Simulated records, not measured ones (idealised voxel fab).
process module | voxel double patterning
cross-section cut | 235 nm wide | cells 5 nm
A cross-section is a grid of square cells, given in bands from the top down. A band is one or more rows of cells.
Each band's line starts with the height of the band's top and of its bottom, in nm. Then come its materials from left to right, each with its width in nm. One material with "throughout" fills the band from edge to edge. "air" is empty space.
Height 0 is the level under which the wafer as received is all one material. The lowest band goes on downwards, as in "0 down".
A width such as "30 to 40" changes by the same amount from each row of cells to the next, from the band's top row to its bottom row.
"no change" after a step means that no cell of the cross-section changed.
closed voids: empty space of 8 cells or more with no open way to the top, each as width x height at its distance from the left edge, in nm
after a step's settings: what the simulator itself notes on the step
overlay nm, on a step with a mask: how far to the right of its planned place the mask lay; to the left if negative
plan
1 op RECEIVE | material Si
2 op CONFORMAL_DEP | material SiN | thk nm 5
3 op DIRECTIONAL_DEP | material SiO2 | thk nm 15
4 op DIRECTIONAL_DEP | material SiCN | thk nm 10
5 op PATTERN | tone open | mask id FIRST | material resist | width nm 15 | pitch nm 50 | thk nm 15 | overlay nm 0
6 op DIRECTIONAL_ETCH | etch materials SiCN | depth nm 10
7 op STRIP | etch materials resist
8 op MASKED_ETCH | tone open | mask id SECOND | width nm 15 | etch materials SiCN | depth nm 10 | overlay nm 0
9 op DIRECTIONAL_ETCH | etch materials SiO2 | depth nm 15
10 op STRIP | etch materials SiCN
as received, after step 1
  0 down: Si throughout
  closed voids: none
first wafer at the end, as planned
  20 to 5: SiO2 85 | air 15 | SiO2 10 | air 15 | SiO2 10 | air 15 | SiO2 85
  5 to 0: SiN throughout
  0 down: Si throughout
  closed voids: none
second wafer at the end: like start, like plan, one mistake
  20 to 15: SiN throughout
  15 to 0: SiO2 throughout
  0 down: Si throughout
  closed voids: none
what went wrong: steps 2 and 3 were swapped
at the end the second wafer has, in cells: 27 more of SiO2
